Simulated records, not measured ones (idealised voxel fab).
Herein follows the process module entitled voxel self aligned vias.
185 nm wide, 5 nm square cells: that's cross-section cut.
For the purposes of this document, a cross-section shall be understood as a grid of square cells, specified as bands listed in top-to-bottom order, each band consisting of one or more rows of cells.
This entry defines a band. It first specifies the height of the band's top and the height of its bottom in nm, and then specifies the band's materials from left to right, stating each material with its width in nm. The word "full width" identifies a single material that fills the band from edge to edge, while the word "empty" identifies empty space.
Height 0 is the level under which the wafer as received is all one material. The lowest band goes on downwards, as in "0 and below".
When a width is written as two numbers, as in "30->40", the first number is the width in the top row of cells of the band and the second is the width in its bottom row, and the width changes by the same amount from each row to the next.
No cell of the cross-section changed in a step that is given as "no alteration".
Entry "Closed void entries". Content: empty spaces with no open connection to the top, size 8 cells or greater. Each: width x height at distance. Distance: from left edge. Unit: nm.
Post-settings text on a step line: simulator's own remark regarding the step.
overlay nm, on a step with a mask: how far to the right of its planned place the mask lay; to the left if negative

List of planned process steps
1. RECEIVE | material Si
2. CONFORMAL_DEP | material SiO2 | thk nm 10
3. CONFORMAL_DEP | material SiCN | thk nm 5
4. DIRECTIONAL_DEP | material SiO2 | thk nm 30
5. PATTERN | tone open | mask id LINES | material resist | width nm 20 | pitch nm 55 | thk nm 15 | overlay nm 0
6. DIRECTIONAL_ETCH | etch materials SiO2 | depth nm 30
7. STRIP | etch materials resist
8. CONFORMAL_DEP | material TiN | thk nm 5
9. FILL_DEP | material Ru | thk nm 10
10. CMP | height nm 45
11. SELECTIVE_ETCH | etch materials W Ru TiN | depth nm 5
12. FILL_DEP | material SiN | thk nm 10
13. CMP | height nm 45
14. DIRECTIONAL_DEP | material SiO2 | thk nm 15
15. PATTERN | tone open | mask id VIAS | material resist | width nm 30 | pitch nm 55 | thk nm 20 | overlay nm 0
16. DIRECTIONAL_ETCH | etch materials SiO2 | depth nm 15
17. DIRECTIONAL_ETCH | etch materials SiN | depth nm 5
18. STRIP | etch materials resist
19. CONFORMAL_DEP | material TiN | thk nm 5
20. FILL_DEP | material Cu | thk nm 10
21. CMP | height nm 60
22. CONFORMAL_DEP | material SiN | thk nm 5

Cross-section: wafer on arrival = after step 1
* 0 and below | Si full width
* Closed void entries: none

Post-module cross-section: identical start and plan to those above, one misstep in execution
* 80 down to 75 | SiN full width
* 75 down to 65 | Cu full width
* 65 down to 60 | 55 nm TiN / 20 nm Cu / 35 nm TiN / 20 nm Cu / 55 nm TiN
* 60 down to 50 | 50 nm SiO2 / 5 nm TiN / 20 nm Cu / 5 nm TiN / 25 nm SiO2 / 5 nm TiN / 20 nm Cu / 5 nm TiN / 50 nm SiO2
* 50 down to 45 | 50 nm SiO2 / 10 nm TiN / 10 nm Cu / 10 nm TiN / 25 nm SiO2 / 10 nm TiN / 10 nm Cu / 10 nm TiN / 50 nm SiO2
* 45 down to 40 | 55 nm SiO2 / 20 nm TiN / 35 nm SiO2 / 20 nm TiN / 55 nm SiO2
* 40 down to 20 | 55 nm SiO2 / 5 nm TiN / 10 nm Ru / 5 nm TiN / 35 nm SiO2 / 5 nm TiN / 10 nm Ru / 5 nm TiN / 55 nm SiO2
* 20 down to 15 | 55 nm SiO2 / 20 nm TiN / 35 nm SiO2 / 20 nm TiN / 55 nm SiO2
* 15 down to 10 | SiCN full width
* 10 down to 0 | SiO2 full width
* 0 and below | Si full width
* Closed void entries: none
Against the plan, the run slipped here: step 21 of the plan was omitted and not executed
